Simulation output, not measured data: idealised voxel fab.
process module | voxel self aligned contacts
cross-section cut | 230 nm wide | cells 5 nm
A cross-section is a grid of square cells, given in bands from the top down. A band is one or more rows of cells.
Each band's line starts with the height of the band's top and of its bottom, in nm. Then come its materials from left to right, each with its width in nm. One material with "throughout" fills the band from edge to edge. "air" is empty space.
Height 0 is the level under which the wafer as received is all one material. The lowest band goes on downwards, as in "0 down".
A width such as "30 to 40" changes by the same amount from each row of cells to the next, from the band's top row to its bottom row.
"no change" after a step means that no cell of the cross-section changed.
closed voids: empty space of 8 cells or more with no open way to the top, each as width x height at its distance from the left edge, in nm
after a step's settings: what the simulator itself notes on the step
overlay nm, on a step with a mask: how far to the right of its planned place the mask lay; to the left if negative
plan
1 op RECEIVE | material Si
2 op OXIDIZE | depth nm 5
3 op DIRECTIONAL_DEP | material polySi | thk nm 30
4 op DIRECTIONAL_DEP | material SiN | thk nm 20
5 op MASKED_ETCH | tone cover | mask id GATE | width nm 30 | pitch nm 75 | etch materials SiN | depth nm 20 | overlay nm 0
6 op MASKED_ETCH | tone cover | mask id GATE | width nm 30 | pitch nm 75 | etch materials polySi | depth nm 30 | overlay nm 0
7 op CONFORMAL_DEP | material SiN | thk nm 10
8 op DIRECTIONAL_ETCH | etch materials SiN | depth nm 10
9 op FILL_DEP | material SiO2 | thk nm 15
10 op CMP | height nm 55
11 op DIRECTIONAL_DEP | material aC | thk nm 15
12 op PATTERN | tone open | mask id CONTACT | material resist | width nm 55 | pitch nm 75 | thk nm 35 | overlay nm 0
13 op DIRECTIONAL_ETCH | etch materials aC | depth nm 15
14 op STRIP | etch materials resist
15 op DIRECTIONAL_ETCH | etch materials SiO2 | depth nm 60
16 op STRIP | etch materials aC
17 op CONFORMAL_DEP | material TiN | thk nm 5
18 op FILL_DEP | material Ru | thk nm 5
19 op CMP | height nm 55
20 op CONFORMAL_DEP | material SiCN | thk nm 5
as received, after step 1
  0 down: Si throughout
  closed voids: none
first wafer at the end, as planned
  60 to 55: SiCN throughout
  55 to 50: SiO2 50 | TiN 20 | Ru 15 | TiN 20 | SiO2 20 | TiN 20 | Ru 15 | TiN 20 | SiO2 50
  50 to 30: SiO2 15 | SiN 50 | TiN 5 | Ru 15 | TiN 5 | SiN 50 | TiN 5 | Ru 15 | TiN 5 | SiN 50 | SiO2 15
  30 to 0: SiO2 15 | SiN 10 | polySi 30 | SiN 10 | TiN 5 | Ru 15 | TiN 5 | SiN 10 | polySi 30 | SiN 10 | TiN 5 | Ru 15 | TiN 5 | SiN 10 | polySi 30 | SiN 10 | SiO2 15
  0 to -5: SiO2 65 | TiN 25 | SiO2 50 | TiN 25 | SiO2 65
  -5 down: Si throughout
  closed voids: none
second wafer at the end: like start, like plan, one mistake
  60 to 55: SiCN throughout
  55 to 50: SiO2 50 | TiN 20 | Ru 15 | TiN 20 | SiO2 20 | TiN 20 | Ru 15 | TiN 20 | SiO2 50
  50 to 35: SiO2 15 | SiN 50 | TiN 5 | Ru 15 | TiN 5 | SiN 50 | TiN 5 | Ru 15 | TiN 5 | SiN 50 | SiO2 15
  35 to 30: SiO2 15 | SiN 50 | TiN 15 | Ru 5 | TiN 5 | SiN 50 | TiN 15 | Ru 5 | TiN 5 | SiN 50 | SiO2 15
  30 to 0: SiO2 15 | SiN 10 | polySi 40 | SiN 10 | TiN 5 | Ru 5 | TiN 5 | SiN 10 | polySi 40 | SiN 10 | TiN 5 | Ru 5 | TiN 5 | SiN 10 | polySi 40 | SiN 10 | SiO2 5
  0 to -5: SiO2 75 | TiN 15 | SiO2 60 | TiN 15 | SiO2 65
  -5 down: Si throughout
  closed voids: none
what went wrong: step 6 ran as: op MASKED_ETCH | tone cover | mask id GATE | width nm 30 | pitch nm 75 | etch materials polySi | depth nm 30 | overlay nm 10
at the end the second wafer has, in cells: 28 fewer of Ru | 8 fewer of SiO2 | 36 more of polySi
